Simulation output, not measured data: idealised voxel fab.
Process module in this document: voxel trench capacitor
The cross-section on display is named cut; it measures 260 nm wide, and its cells are 5 nm squares.
Notation: cross-section as square-cell grid; stated in bands, top first, going down; one or more cell rows per band. For a band, the entry starts with two heights in nm, that of the top and then that of the bottom, and carries on with the band's materials in order from left to right, each alongside its width in nm; the word "all across" beside a single material means it fills the band edge to edge, and "blank" means empty space. We count height from 0. Below that, the starting wafer is all one material. The lowest band never ends at the bottom but goes on down; see "0 -> down" for how that is written. Per-row width for "30->40": begins at first number (top row of band), ends at second number (bottom row), increment between rows held constant. Where the words "nothing altered" appear for a step, the cross-section shows no cell changed by that step; every cell remained as before. In the "Sealed internal cavities" entry, you get each enclosed empty space of 8 cells or more, one with no open way to the top, written width x height at distance, distance from the left edge, in nm. That trailing text on a step's line, after the settings, is the simulator's own remark on the step. "overlay nm" answers the question of how far to the right of plan the mask lay on a step that has a mask, and when it is negative the answer is to the left.
### Set out below are the planned steps of the process
1 RECEIVE, material Si
2 CONFORMAL_DEP, material SiN, thk nm 5
3 DIRECTIONAL_DEP, material aC, thk nm 10
4 PATTERN, tone open, mask id TRENCH, material resist, width nm 20, pitch nm 40, thk nm 30, overlay nm 0
5 DIRECTIONAL_ETCH, etch materials aC, depth nm 10
6 STRIP, etch materials resist
7 DIRECTIONAL_ETCH, etch materials SiN, depth nm 5
8 DIRECTIONAL_ETCH, etch materials Si, depth nm 30
9 STRIP, etch materials aC
10 CONFORMAL_DEP, material Al2O3, thk nm 5
11 FILL_DEP, material polySi, thk nm 10
12 CMP, height nm 5
### as received, after step 1
    0 -> down | Si all across
    Sealed internal cavities: none
### Starting wafer: above. Plan: above. Run: one mistake. Cross-section after the module: below
    5 -> 0 | SiN 105 nm | polySi 10 nm | SiN 30 nm | polySi 10 nm | SiN 105 nm
    0 -> -25 | Si 100 nm | SiN 5 nm | polySi 10 nm | SiN 5 nm | Si 20 nm | SiN 5 nm | polySi 10 nm | SiN 5 nm | Si 100 nm
    -25 -> -30 | Si 100 nm | SiN 20 nm | Si 20 nm | SiN 20 nm | Si 100 nm
    -30 -> down | Si all across
    Sealed internal cavities: none
Want to know what went wrong? step 10 changed vs plan, executed as CONFORMAL_DEP, material SiN, thk nm 5
